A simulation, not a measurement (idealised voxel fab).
Process module heading - voxel double patterning
Pictured: cross-section cut, 195 nm wide, on a grid of 5 nm square cells.
For the purposes of this document, a cross-section shall be understood as a grid of square cells, specified as bands listed in top-to-bottom order, each band consisting of one or more rows of cells.
The band entry comprises the height of the band's top followed by the height of its bottom, expressed in nm, and subsequently the band's materials from left to right, each stated together with its width in nm. Where a single material is marked with the word "all across", that material fills the band from edge to edge. The word "air" represents empty space.
All heights in this document are referenced to 0, defined as the level beneath which the wafer, as received, consists entirely of one material. The lowest band is not bounded below; it extends indefinitely downward and is written in the form "0..down".
A width given as "30..40" starts at the first number in the band's top row and ends at the second number in its bottom row, shifting by an equal amount at every step from row to row.
"stayed the same" after a step means that no cell of the cross-section changed.
"Listed closed voids" lists enclosed empty spaces (at least 8 cells, no open path upward to the top), each as width x height at distance from the left edge, in nm.
What comes after the settings on a step's line is commentary from the simulator itself on that step.
If you see "overlay nm" on a step's line and that step has a mask, it's telling you how far right of where it was planned the mask ended up; a negative number means it went left instead.
Structure of the following material. The material consists of pairs of cross-sections. Each pair comprises the cross-section before one process step and the cross-section after that step, the latter shown only down to the lowest band that changed. The step between the cross-sections is specified beneath each pair, including its settings. Pairs are not necessarily consecutive: they may derive from different runs of this module performed on the same starting wafer. Continuity with the pair above is to be assumed only where the entry headed "Pre-process cross-section" of the pair in question states it.

-- Pre-process cross-section
	0..down  Si all across
	Listed closed voids: none

-- Resulting Structure
	5..0  SiO2 all across
	Under the height 0 nothing was changed.
	Listed closed voids: none
Operation between the pre and post cross-sections above: CONFORMAL_DEP,material SiO2,thk nm 5

Pre-process cross-section: identical to the post-step cross-section of the immediately preceding pair.

-- Resulting Structure
	25..5  polySi all across
	Under the height 5 nothing was changed.
	Listed closed voids: none
Operation between the pre and post cross-sections above: DIRECTIONAL_DEP,material polySi,thk nm 20

Pre-process cross-section: identical to the post-step cross-section of the immediately preceding pair.

-- Resulting Structure
	30..25  SiN all across
	Under the height 25 nothing was changed.
	Listed closed voids: none
Operation between the pre and post cross-sections above: DIRECTIONAL_DEP,material SiN,thk nm 5

Pre-process cross-section: identical to the post-step cross-section of the immediately preceding pair.

-- Resulting Structure
	40..30  aC all across
	Under the height 30 nothing was changed.
	Listed closed voids: none
Operation between the pre and post cross-sections above: DIRECTIONAL_DEP,material aC,thk nm 10

Pre-process cross-section: identical to the post-step cross-section of the immediately preceding pair.

-- Resulting Structure
	70..40  resist (65) | air (15) | resist (35) | air (15) | resist (65)
	Under the height 40 nothing was changed.
	Listed closed voids: none
Operation between the pre and post cross-sections above: PATTERN,tone open,mask id FIRST,material resist,width nm 15,pitch nm 50,thk nm 30,overlay nm 0

Pre-process cross-section: identical to the post-step cross-section of the immediately preceding pair.

-- Resulting Structure
	60..40  resist (65) | air (15) | resist (35) | air (15) | resist (65)
	40..30  aC (65) | air (15) | aC (35) | air (15) | aC (65)
	Under the height 30 nothing was changed.
	Listed closed voids: none
Operation between the pre and post cross-sections above: DIRECTIONAL_ETCH,etch materials aC,depth nm 10

Pre-process cross-section: identical to the post-step cross-section of the immediately preceding pair.

-- Resulting Structure
	40..30  aC (65) | air (15) | aC (35) | air (15) | aC (65)
	Under the height 30 nothing was changed.
	Listed closed voids: none
Operation between the pre and post cross-sections above: STRIP,etch materials resist

Pre-process cross-section: identical to the post-step cross-section of the immediately preceding pair.

-- Resulting Structure
	40..30  aC (65) | air (15) | aC (35) | air (15) | aC (65)
	30..25  SiN (65) | air (15) | SiN (35) | air (15) | SiN (65)
	Under the height 25 nothing was changed.
	Listed closed voids: none
Operation between the pre and post cross-sections above: DIRECTIONAL_ETCH,etch materials SiN,depth nm 5

Pre-process cross-section: identical to the post-step cross-section of the immediately preceding pair.

-- Resulting Structure
	30..25  SiN (65) | air (15) | SiN (35) | air (15) | SiN (65)
	Under the height 25 nothing was changed.
	Listed closed voids: none
Operation between the pre and post cross-sections above: STRIP,etch materials aC

Pre-process cross-section: identical to the post-step cross-section of the immediately preceding pair.

-- Resulting Structure
	50..30  resist (90) | air (15) | resist (90)
	30..25  SiN (65) | resist (15) | SiN (35) | resist (15) | SiN (65)
	Under the height 25 nothing was changed.
	Listed closed voids: none
Operation between the pre and post cross-sections above: PATTERN,tone open,mask id SECOND,material resist,width nm 15,thk nm 20,overlay nm 0

Pre-process cross-section: identical to the post-step cross-section of the immediately preceding pair.

-- Resulting Structure
	50..30  resist (90) | air (15) | resist (90)
	30..25  SiN (65) | resist (15) | SiN (10) | air (15) | SiN (10) | resist (15) | SiN (65)
	Under the height 25 nothing was changed.
	Listed closed voids: none
Operation between the pre and post cross-sections above: DIRECTIONAL_ETCH,etch materials SiN,depth nm 5

Pre-process cross-section: identical to the post-step cross-section of the immediately preceding pair.

-- Resulting Structure
	30..25  SiN (65) | air (15) | SiN (10) | air (15) | SiN (10) | air (15) | SiN (65)
	Under the height 25 nothing was changed.
	Listed closed voids: none
Operation between the pre and post cross-sections above: STRIP,etch materials resist

Pre-process cross-section: identical to the post-step cross-section of the immediately preceding pair.

-- Resulting Structure
	30..25  SiN (65) | air (15) | SiN (10) | air (15) | SiN (10) | air (15) | SiN (65)
	25..5  polySi (65) | air (15) | polySi (10) | air (15) | polySi (10) | air (15) | polySi (65)
	Under the height 5 nothing was changed.
	Listed closed voids: none
Operation between the pre and post cross-sections above: DIRECTIONAL_ETCH,etch materials polySi,depth nm 20

Pre-process cross-section: identical to the post-step cross-section of the immediately preceding pair.

-- Resulting Structure
	25..5  polySi (65) | air (15) | polySi (10) | air (15) | polySi (10) | air (15) | polySi (65)
	Under the height 5 nothing was changed.
	Listed closed voids: none
Operation between the pre and post cross-sections above: STRIP,etch materials SiN

-- Pre-process cross-section
	0..down  Si all across
	Listed closed voids: none

-- Resulting Structure
	20..0  polySi all across
	Under the height 0 nothing was changed.
	Listed closed voids: none
Operation between the pre and post cross-sections above: DIRECTIONAL_DEP,material polySi,thk nm 20

Pre-process cross-section: identical to the post-step cross-section of the immediately preceding pair.

-- Resulting Structure
	25..20  SiN all across
	Under the height 20 nothing was changed.
	Listed closed voids: none
Operation between the pre and post cross-sections above: DIRECTIONAL_DEP,material SiN,thk nm 5

Pre-process cross-section: identical to the post-step cross-section of the immediately preceding pair.

-- Resulting Structure
	35..25  aC all across
	Under the height 25 nothing was changed.
	Listed closed voids: none
Operation between the pre and post cross-sections above: DIRECTIONAL_DEP,material aC,thk nm 10

Pre-process cross-section: identical to the post-step cross-section of the immediately preceding pair.

-- Resulting Structure
	65..35  resist (65) | air (15) | resist (35) | air (15) | resist (65)
	Under the height 35 nothing was changed.
	Listed closed voids: none
Operation between the pre and post cross-sections above: PATTERN,tone open,mask id FIRST,material resist,width nm 15,pitch nm 50,thk nm 30,overlay nm 0

Pre-process cross-section: identical to the post-step cross-section of the immediately preceding pair.

-- Resulting Structure
	55..35  resist (65) | air (15) | resist (35) | air (15) | resist (65)
	35..25  aC (65) | air (15) | aC (35) | air (15) | aC (65)
	Under the height 25 nothing was changed.
	Listed closed voids: none
Operation between the pre and post cross-sections above: DIRECTIONAL_ETCH,etch materials aC,depth nm 10

Pre-process cross-section: identical to the post-step cross-section of the immediately preceding pair.

-- Resulting Structure
	35..25  aC (65) | air (15) | aC (35) | air (15) | aC (65)
	Under the height 25 nothing was changed.
	Listed closed voids: none
Operation between the pre and post cross-sections above: STRIP,etch materials resist

Pre-process cross-section: identical to the post-step cross-section of the immediately preceding pair.

-- Resulting Structure
	35..25  aC (65) | air (15) | aC (35) | air (15) | aC (65)
	25..20  SiN (65) | air (15) | SiN (35) | air (15) | SiN (65)
	Under the height 20 nothing was changed.
	Listed closed voids: none
Operation between the pre and post cross-sections above: DIRECTIONAL_ETCH,etch materials SiN,depth nm 5

Pre-process cross-section: identical to the post-step cross-section of the immediately preceding pair.

-- Resulting Structure
	25..20  SiN (65) | air (15) | SiN (35) | air (15) | SiN (65)
	Under the height 20 nothing was changed.
	Listed closed voids: none
Operation between the pre and post cross-sections above: STRIP,etch materials aC

Pre-process cross-section: identical to the post-step cross-section of the immediately preceding pair.

-- Resulting Structure
	45..25  resist (90) | air (15) | resist (90)
	25..20  SiN (65) | resist (15) | SiN (35) | resist (15) | SiN (65)
	Under the height 20 nothing was changed.
	Listed closed voids: none
Operation between the pre and post cross-sections above: PATTERN,tone open,mask id SECOND,material resist,width nm 15,thk nm 20,overlay nm 0

Pre-process cross-section: identical to the post-step cross-section of the immediately preceding pair.

-- Resulting Structure
	45..25  resist (90) | air (15) | resist (90)
	25..20  SiN (65) | resist (15) | SiN (10) | air (15) | SiN (10) | resist (15) | SiN (65)
	Under the height 20 nothing was changed.
	Listed closed voids: none
Operation between the pre and post cross-sections above: DIRECTIONAL_ETCH,etch materials SiN,depth nm 5

Pre-process cross-section: identical to the post-step cross-section of the immediately preceding pair.

-- Resulting Structure
	25..20  SiN (65) | air (15) | SiN (10) | air (15) | SiN (10) | air (15) | SiN (65)
	Under the height 20 nothing was changed.
	Listed closed voids: none
Operation between the pre and post cross-sections above: STRIP,etch materials resist

Pre-process cross-section: identical to the post-step cross-section of the immediately preceding pair.

-- Resulting Structure
	25..20  SiN (65) | air (15) | SiN (10) | air (15) | SiN (10) | air (15) | SiN (65)
	20..0  polySi (65) | air (15) | polySi (10) | air (15) | polySi (10) | air (15) | polySi (65)
	Under the height 0 nothing was changed.
	Listed closed voids: none
Operation between the pre and post cross-sections above: DIRECTIONAL_ETCH,etch materials polySi,depth nm 20

Pre-process cross-section: identical to the post-step cross-section of the immediately preceding pair.

-- Resulting Structure
	20..0  polySi (65) | air (15) | polySi (10) | air (15) | polySi (10) | air (15) | polySi (65)
	Under the height 0 nothing was changed.
	Listed closed voids: none
Operation between the pre and post cross-sections above: STRIP,etch materials SiN

-- Pre-process cross-section
	25..5  polySi all across
	5..0  SiO2 all across
	0..down  Si all across
	Listed closed voids: none

-- Resulting Structure
	45..5  polySi all across
	Under the height 5 nothing was changed.
	Listed closed voids: none
Operation between the pre and post cross-sections above: DIRECTIONAL_DEP,material polySi,thk nm 20

Pre-process cross-section: identical to the post-step cross-section of the immediately preceding pair.

-- Resulting Structure
	50..45  SiN all across
	Under the height 45 nothing was changed.
	Listed closed voids: none
Operation between the pre and post cross-sections above: DIRECTIONAL_DEP,material SiN,thk nm 5

Pre-process cross-section: identical to the post-step cross-section of the immediately preceding pair.

-- Resulting Structure
	60..50  aC all across
	Under the height 50 nothing was changed.
	Listed closed voids: none
Operation between the pre and post cross-sections above: DIRECTIONAL_DEP,material aC,thk nm 10

Pre-process cross-section: identical to the post-step cross-section of the immediately preceding pair.

-- Resulting Structure
	90..60  resist (65) | air (15) | resist (35) | air (15) | resist (65)
	Under the height 60 nothing was changed.
	Listed closed voids: none
Operation between the pre and post cross-sections above: PATTERN,tone open,mask id FIRST,material resist,width nm 15,pitch nm 50,thk nm 30,overlay nm 0

Pre-process cross-section: identical to the post-step cross-section of the immediately preceding pair.

-- Resulting Structure
	80..60  resist (65) | air (15) | resist (35) | air (15) | resist (65)
	60..50  aC (65) | air (15) | aC (35) | air (15) | aC (65)
	Under the height 50 nothing was changed.
	Listed closed voids: none
Operation between the pre and post cross-sections above: DIRECTIONAL_ETCH,etch materials aC,depth nm 10

Pre-process cross-section: identical to the post-step cross-section of the immediately preceding pair.

-- Resulting Structure
	60..50  aC (65) | air (15) | aC (35) | air (15) | aC (65)
	Under the height 50 nothing was changed.
	Listed closed voids: none
Operation between the pre and post cross-sections above: STRIP,etch materials resist

Pre-process cross-section: identical to the post-step cross-section of the immediately preceding pair.

-- Resulting Structure
	60..50  aC (65) | air (15) | aC (35) | air (15) | aC (65)
	50..45  SiN (65) | air (15) | SiN (35) | air (15) | SiN (65)
	Under the height 45 nothing was changed.
	Listed closed voids: none
Operation between the pre and post cross-sections above: DIRECTIONAL_ETCH,etch materials SiN,depth nm 5

Pre-process cross-section: identical to the post-step cross-section of the immediately preceding pair.

-- Resulting Structure
	50..45  SiN (65) | air (15) | SiN (35) | air (15) | SiN (65)
	Under the height 45 nothing was changed.
	Listed closed voids: none
Operation between the pre and post cross-sections above: STRIP,etch materials aC

Pre-process cross-section: identical to the post-step cross-section of the immediately preceding pair.

-- Resulting Structure
	70..50  resist (90) | air (15) | resist (90)
	50..45  SiN (65) | resist (15) | SiN (35) | resist (15) | SiN (65)
	Under the height 45 nothing was changed.
	Listed closed voids: none
Operation between the pre and post cross-sections above: PATTERN,tone open,mask id SECOND,material resist,width nm 15,thk nm 20,overlay nm 0

Pre-process cross-section: identical to the post-step cross-section of the immediately preceding pair.

-- Resulting Structure
	70..50  resist (90) | air (15) | resist (90)
	50..45  SiN (65) | resist (15) | SiN (10) | air (15) | SiN (10) | resist (15) | SiN (65)
	Under the height 45 nothing was changed.
	Listed closed voids: none
Operation between the pre and post cross-sections above: DIRECTIONAL_ETCH,etch materials SiN,depth nm 5

Pre-process cross-section: identical to the post-step cross-section of the immediately preceding pair.

-- Resulting Structure
	50..45  SiN (65) | air (15) | SiN (10) | air (15) | SiN (10) | air (15) | SiN (65)
	Under the height 45 nothing was changed.
	Listed closed voids: none
Operation between the pre and post cross-sections above: STRIP,etch materials resist

Pre-process cross-section: identical to the post-step cross-section of the immediately preceding pair.

-- Resulting Structure
	50..45  SiN (65) | air (15) | SiN (10) | air (15) | SiN (10) | air (15) | SiN (65)
	45..25  polySi (65) | air (15) | polySi (10) | air (15) | polySi (10) | air (15) | polySi (65)
	Under the height 25 nothing was changed.
	Listed closed voids: none
Operation between the pre and post cross-sections above: DIRECTIONAL_ETCH,etch materials polySi,depth nm 20

Pre-process cross-section: identical to the post-step cross-section of the immediately preceding pair.

-- Resulting Structure
	45..25  polySi (65) | air (15) | polySi (10) | air (15) | polySi (10) | air (15) | polySi (65)
	Under the height 25 nothing was changed.
	Listed closed voids: none
Operation between the pre and post cross-sections above: STRIP,etch materials SiN

-- Pre-process cross-section
	20..0  polySi all across
	0..down  Si all across
	Listed closed voids: none

-- Resulting Structure
	25..20  SiO2 all across
	Under the height 20 nothing was changed.
	Listed closed voids: none
Operation between the pre and post cross-sections above: CONFORMAL_DEP,material SiO2,thk nm 5

Pre-process cross-section: identical to the post-step cross-section of the immediately preceding pair.

-- Resulting Structure
	30..25  SiN all across
	Under the height 25 nothing was changed.
	Listed closed voids: none
Operation between the pre and post cross-sections above: DIRECTIONAL_DEP,material SiN,thk nm 5

Pre-process cross-section: identical to the post-step cross-section of the immediately preceding pair.

-- Resulting Structure
	40..30  aC all across
	Under the height 30 nothing was changed.
	Listed closed voids: none
Operation between the pre and post cross-sections above: DIRECTIONAL_DEP,material aC,thk nm 10

Pre-process cross-section: identical to the post-step cross-section of the immediately preceding pair.

-- Resulting Structure
	70..40  resist (65) | air (15) | resist (35) | air (15) | resist (65)
	Under the height 40 nothing was changed.
	Listed closed voids: none
Operation between the pre and post cross-sections above: PATTERN,tone open,mask id FIRST,material resist,width nm 15,pitch nm 50,thk nm 30,overlay nm 0

Pre-process cross-section: identical to the post-step cross-section of the immediately preceding pair.

-- Resulting Structure
	60..40  resist (65) | air (15) | resist (35) | air (15) | resist (65)
	40..30  aC (65) | air (15) | aC (35) | air (15) | aC (65)
	Under the height 30 nothing was changed.
	Listed closed voids: none
Operation between the pre and post cross-sections above: DIRECTIONAL_ETCH,etch materials aC,depth nm 10

Pre-process cross-section: identical to the post-step cross-section of the immediately preceding pair.

-- Resulting Structure
	40..30  aC (65) | air (15) | aC (35) | air (15) | aC (65)
	Under the height 30 nothing was changed.
	Listed closed voids: none
Operation between the pre and post cross-sections above: STRIP,etch materials resist

Pre-process cross-section: identical to the post-step cross-section of the immediately preceding pair.

-- Resulting Structure
	40..30  aC (65) | air (15) | aC (35) | air (15) | aC (65)
	30..25  SiN (65) | air (15) | SiN (35) | air (15) | SiN (65)
	Under the height 25 nothing was changed.
	Listed closed voids: none
Operation between the pre and post cross-sections above: DIRECTIONAL_ETCH,etch materials SiN,depth nm 5

Pre-process cross-section: identical to the post-step cross-section of the immediately preceding pair.

-- Resulting Structure
	30..25  SiN (65) | air (15) | SiN (35) | air (15) | SiN (65)
	Under the height 25 nothing was changed.
	Listed closed voids: none
Operation between the pre and post cross-sections above: STRIP,etch materials aC

Pre-process cross-section: identical to the post-step cross-section of the immediately preceding pair.

-- Resulting Structure
	50..30  resist (90) | air (15) | resist (90)
	30..25  SiN (65) | resist (15) | SiN (35) | resist (15) | SiN (65)
	Under the height 25 nothing was changed.
	Listed closed voids: none
Operation between the pre and post cross-sections above: PATTERN,tone open,mask id SECOND,material resist,width nm 15,thk nm 20,overlay nm 0

Pre-process cross-section: identical to the post-step cross-section of the immediately preceding pair.

-- Resulting Structure
	50..30  resist (90) | air (15) | resist (90)
	30..25  SiN (65) | resist (15) | SiN (10) | air (15) | SiN (10) | resist (15) | SiN (65)
	Under the height 25 nothing was changed.
	Listed closed voids: none
Operation between the pre and post cross-sections above: DIRECTIONAL_ETCH,etch materials SiN,depth nm 5

Pre-process cross-section: identical to the post-step cross-section of the immediately preceding pair.

-- Resulting Structure
	30..25  SiN (65) | air (15) | SiN (10) | air (15) | SiN (10) | air (15) | SiN (65)
	Under the height 25 nothing was changed.
	Listed closed voids: none
Operation between the pre and post cross-sections above: STRIP,etch materials resist

Pre-process cross-section: identical to the post-step cross-section of the immediately preceding pair.

-- Resulting Structure
	25..20  SiO2 all across
	Under the height 20 nothing was changed.
	Listed closed voids: none
Operation between the pre and post cross-sections above: STRIP,etch materials SiN

-- Pre-process cross-section
	30..25  SiN (65) | air (15) | SiN (10) | air (15) | SiN (10) | air (15) | SiN (65)
	25..5  polySi all across
	5..0  SiO2 all across
	0..down  Si all across
	Listed closed voids: none

-- Resulting Structure
	30..25  SiN (65) | air (15) | SiN (10) | air (15) | SiN (10) | air (15) | SiN (65)
	25..15  polySi (65) | air (15) | polySi (10) | air (15) | polySi (10) | air (15) | polySi (65)
	Under the height 15 nothing was changed.
	Listed closed voids: none
Operation between the pre and post cross-sections above: DIRECTIONAL_ETCH,etch materials polySi,depth nm 10

Pre-process cross-section: identical to the post-step cross-section of the immediately preceding pair.

-- Resulting Structure
	25..15  polySi (65) | air (15) | polySi (10) | air (15) | polySi (10) | air (15) | polySi (65)
	Under the height 15 nothing was changed.
	Listed closed voids: none
Operation between the pre and post cross-sections above: STRIP,etch materials SiN

-- Pre-process cross-section
	30..25  SiN (65) | air (15) | SiN (35) | air (15) | SiN (65)
	25..5  polySi all across
	5..0  SiO2 all across
	0..down  Si all across
	Listed closed voids: none

-- Resulting Structure
	50..30  resist (85) | air (25) | resist (85)
	30..25  SiN (65) | resist (15) | SiN (35) | resist (15) | SiN (65)
	Under the height 25 nothing was changed.
	Listed closed voids: none
Operation between the pre and post cross-sections above: PATTERN,tone open,mask id SECOND,material resist,width nm 25,thk nm 20,overlay nm 0

Pre-process cross-section: identical to the post-step cross-section of the immediately preceding pair.

-- Resulting Structure
	50..30  resist (85) | air (25) | resist (85)
	30..25  SiN (65) | resist (15) | SiN (5) | air (25) | SiN (5) | resist (15) | SiN (65)
	Under the height 25 nothing was changed.
	Listed closed voids: none
Operation between the pre and post cross-sections above: DIRECTIONAL_ETCH,etch materials SiN,depth nm 5

Pre-process cross-section: identical to the post-step cross-section of the immediately preceding pair.

-- Resulting Structure
	30..25  SiN (65) | air (15) | SiN (5) | air (25) | SiN (5) | air (15) | SiN (65)
	Under the height 25 nothing was changed.
	Listed closed voids: none
Operation between the pre and post cross-sections above: STRIP,etch materials resist

Pre-process cross-section: identical to the post-step cross-section of the immediately preceding pair.

-- Resulting Structure
	30..25  SiN (65) | air (15) | SiN (5) | air (25) | SiN (5) | air (15) | SiN (65)
	25..5  polySi (65) | air (15) | polySi (5) | air (25) | polySi (5) | air (15) | polySi (65)
	Under the height 5 nothing was changed.
	Listed closed voids: none
Operation between the pre and post cross-sections above: DIRECTIONAL_ETCH,etch materials polySi,depth nm 20

Pre-process cross-section: identical to the post-step cross-section of the immediately preceding pair.

-- Resulting Structure
	25..5  polySi (65) | air (15) | polySi (5) | air (25) | polySi (5) | air (15) | polySi (65)
	Under the height 5 nothing was changed.
	Listed closed voids: none
Operation between the pre and post cross-sections above: STRIP,etch materials SiN

-- Pre-process cross-section
	30..25  SiN (65) | air (15) | SiN (35) | air (15) | SiN (65)
	25..5  polySi all across
	5..0  SiO2 all across
	0..down  Si all across
	Listed closed voids: none

-- Resulting Structure
	50..30  resist (80) | air (15) | resist (100)
	30..25  SiN (65) | resist (15) | SiN (35) | resist (15) | SiN (65)
	Under the height 25 nothing was changed.
	Listed closed voids: none
Operation between the pre and post cross-sections above: PATTERN,tone open,mask id SECOND,material resist,width nm 15,thk nm 20,overlay nm -10

Pre-process cross-section: identical to the post-step cross-section of the immediately preceding pair.

-- Resulting Structure
	50..30  resist (80) | air (15) | resist (100)
	30..25  SiN (65) | resist (15) | air (15) | SiN (20) | resist (15) | SiN (65)
	Under the height 25 nothing was changed.
	Listed closed voids: none
Operation between the pre and post cross-sections above: DIRECTIONAL_ETCH,etch materials SiN,depth nm 5

Pre-process cross-section: identical to the post-step cross-section of the immediately preceding pair.

-- Resulting Structure
	30..25  SiN (65) | air (30) | SiN (20) | air (15) | SiN (65)
	Under the height 25 nothing was changed.
	Listed closed voids: none
Operation between the pre and post cross-sections above: STRIP,etch materials resist

Pre-process cross-section: identical to the post-step cross-section of the immediately preceding pair.

-- Resulting Structure
	30..25  SiN (65) | air (30) | SiN (20) | air (15) | SiN (65)
	25..5  polySi (65) | air (30) | polySi (20) | air (15) | polySi (65)
	Under the height 5 nothing was changed.
	Listed closed voids: none
Operation between the pre and post cross-sections above: DIRECTIONAL_ETCH,etch materials polySi,depth nm 20

Pre-process cross-section: identical to the post-step cross-section of the immediately preceding pair.

-- Resulting Structure
	25..5  polySi (65) | air (30) | polySi (20) | air (15) | polySi (65)
	Under the height 5 nothing was changed.
	Listed closed voids: none
Operation between the pre and post cross-sections above: STRIP,etch materials SiN

-- Pre-process cross-section
	5..0  SiO2 all across
	0..down  Si all across
	Listed closed voids: none

-- Resulting Structure
	25..0  SiO2 all across
	Under the height 0 nothing was changed.
	Listed closed voids: none
Operation between the pre and post cross-sections above: DIRECTIONAL_DEP,material SiO2,thk nm 20

Pre-process cross-section: identical to the post-step cross-section of the immediately preceding pair.

-- Resulting Structure
	30..25  SiN all across
	Under the height 25 nothing was changed.
	Listed closed voids: none
Operation between the pre and post cross-sections above: DIRECTIONAL_DEP,material SiN,thk nm 5

Pre-process cross-section: identical to the post-step cross-section of the immediately preceding pair.

-- Resulting Structure
	40..30  aC all across
	Under the height 30 nothing was changed.
	Listed closed voids: none
Operation between the pre and post cross-sections above: DIRECTIONAL_DEP,material aC,thk nm 10

Pre-process cross-section: identical to the post-step cross-section of the immediately preceding pair.

-- Resulting Structure
	70..40  resist (65) | air (15) | resist (35) | air (15) | resist (65)
	Under the height 40 nothing was changed.
	Listed closed voids: none
Operation between the pre and post cross-sections above: PATTERN,tone open,mask id FIRST,material resist,width nm 15,pitch nm 50,thk nm 30,overlay nm 0

Pre-process cross-section: identical to the post-step cross-section of the immediately preceding pair.

-- Resulting Structure
	60..40  resist (65) | air (15) | resist (35) | air (15) | resist (65)
	40..30  aC (65) | air (15) | aC (35) | air (15) | aC (65)
	Under the height 30 nothing was changed.
	Listed closed voids: none
Operation between the pre and post cross-sections above: DIRECTIONAL_ETCH,etch materials aC,depth nm 10

Pre-process cross-section: identical to the post-step cross-section of the immediately preceding pair.

-- Resulting Structure
	40..30  aC (65) | air (15) | aC (35) | air (15) | aC (65)
	Under the height 30 nothing was changed.
	Listed closed voids: none
Operation between the pre and post cross-sections above: STRIP,etch materials resist

Pre-process cross-section: identical to the post-step cross-section of the immediately preceding pair.

-- Resulting Structure
	40..30  aC (65) | air (15) | aC (35) | air (15) | aC (65)
	30..25  SiN (65) | air (15) | SiN (35) | air (15) | SiN (65)
	Under the height 25 nothing was changed.
	Listed closed voids: none
Operation between the pre and post cross-sections above: DIRECTIONAL_ETCH,etch materials SiN,depth nm 5

Pre-process cross-section: identical to the post-step cross-section of the immediately preceding pair.

-- Resulting Structure
	30..25  SiN (65) | air (15) | SiN (35) | air (15) | SiN (65)
	Under the height 25 nothing was changed.
	Listed closed voids: none
Operation between the pre and post cross-sections above: STRIP,etch materials aC

Pre-process cross-section: identical to the post-step cross-section of the immediately preceding pair.

-- Resulting Structure
	50..30  resist (90) | air (15) | resist (90)
	30..25  SiN (65) | resist (15) | SiN (35) | resist (15) | SiN (65)
	Under the height 25 nothing was changed.
	Listed closed voids: none
Operation between the pre and post cross-sections above: PATTERN,tone open,mask id SECOND,material resist,width nm 15,thk nm 20,overlay nm 0

Pre-process cross-section: identical to the post-step cross-section of the immediately preceding pair.

-- Resulting Structure
	50..30  resist (90) | air (15) | resist (90)
	30..25  SiN (65) | resist (15) | SiN (10) | air (15) | SiN (10) | resist (15) | SiN (65)
	Under the height 25 nothing was changed.
	Listed closed voids: none
Operation between the pre and post cross-sections above: DIRECTIONAL_ETCH,etch materials SiN,depth nm 5

Pre-process cross-section: identical to the post-step cross-section of the immediately preceding pair.

-- Resulting Structure
	30..25  SiN (65) | air (15) | SiN (10) | air (15) | SiN (10) | air (15) | SiN (65)
	Under the height 25 nothing was changed.
	Listed closed voids: none
Operation between the pre and post cross-sections above: STRIP,etch materials resist

Pre-process cross-section: identical to the post-step cross-section of the immediately preceding pair.

-- Resulting Structure
	25..0  SiO2 all across
	Under the height 0 nothing was changed.
	Listed closed voids: none
Operation between the pre and post cross-sections above: STRIP,etch materials SiN

-- Pre-process cross-section
	40..30  aC all across
	30..25  SiN all across
	25..5  polySi all across
	5..0  SiO2 all across
	0..down  Si all across
	Listed closed voids: none

-- Resulting Structure
	70..40  air (65) | resist (15) | air (35) | resist (15) | air (65)
	Under the height 40 nothing was changed.
	Listed closed voids: none
Operation between the pre and post cross-sections above: PATTERN,tone cover,mask id FIRST,material resist,width nm 15,pitch nm 50,thk nm 30,overlay nm 0

Pre-process cross-section: identical to the post-step cross-section of the immediately preceding pair.

-- Resulting Structure
	60..40  air (65) | resist (15) | air (35) | resist (15) | air (65)
	40..30  air (65) | aC (15) | air (35) | aC (15) | air (65)
	Under the height 30 nothing was changed.
	Listed closed voids: none
Operation between the pre and post cross-sections above: DIRECTIONAL_ETCH,etch materials aC,depth nm 10

Pre-process cross-section: identical to the post-step cross-section of the immediately preceding pair.

-- Resulting Structure
	40..30  air (65) | aC (15) | air (35) | aC (15) | air (65)
	Under the height 30 nothing was changed.
	Listed closed voids: none
Operation between the pre and post cross-sections above: STRIP,etch materials resist

Pre-process cross-section: identical to the post-step cross-section of the immediately preceding pair.

-- Resulting Structure
	40..30  air (65) | aC (15) | air (35) | aC (15) | air (65)
	30..25  air (65) | SiN (15) | air (35) | SiN (15) | air (65)
	Under the height 25 nothing was changed.
	Listed closed voids: none
Operation between the pre and post cross-sections above: DIRECTIONAL_ETCH,etch materials SiN,depth nm 5

Pre-process cross-section: identical to the post-step cross-section of the immediately preceding pair.

-- Resulting Structure
	30..25  air (65) | SiN (15) | air (35) | SiN (15) | air (65)
	Under the height 25 nothing was changed.
	Listed closed voids: none
Operation between the pre and post cross-sections above: STRIP,etch materials aC

Pre-process cross-section: identical to the post-step cross-section of the immediately preceding pair.

-- Resulting Structure
	50..30  resist (90) | air (15) | resist (90)
	30..25  resist (65) | SiN (15) | resist (10) | air (15) | resist (10) | SiN (15) | resist (65)
	Under the height 25 nothing was changed.
	Listed closed voids: none
Operation between the pre and post cross-sections above: PATTERN,tone open,mask id SECOND,material resist,width nm 15,thk nm 20,overlay nm 0

Pre-process cross-section: identical to the post-step cross-section of the immediately preceding pair.

-- Resulting Structure
	30..25  air (65) | SiN (15) | air (35) | SiN (15) | air (65)
	Under the height 25 nothing was changed.
	Listed closed voids: none
Operation between the pre and post cross-sections above: STRIP,etch materials resist

Pre-process cross-section: identical to the post-step cross-section of the immediately preceding pair.

-- Resulting Structure
	30..25  air (65) | SiN (15) | air (35) | SiN (15) | air (65)
	25..5  air (65) | polySi (15) | air (35) | polySi (15) | air (65)
	Under the height 5 nothing was changed.
	Listed closed voids: none
Operation between the pre and post cross-sections above: DIRECTIONAL_ETCH,etch materials polySi,depth nm 20

Pre-process cross-section: identical to the post-step cross-section of the immediately preceding pair.

-- Resulting Structure
	25..5  air (65) | polySi (15) | air (35) | polySi (15) | air (65)
	Under the height 5 nothing was changed.
	Listed closed voids: none
Operation between the pre and post cross-sections above: STRIP,etch materials SiN
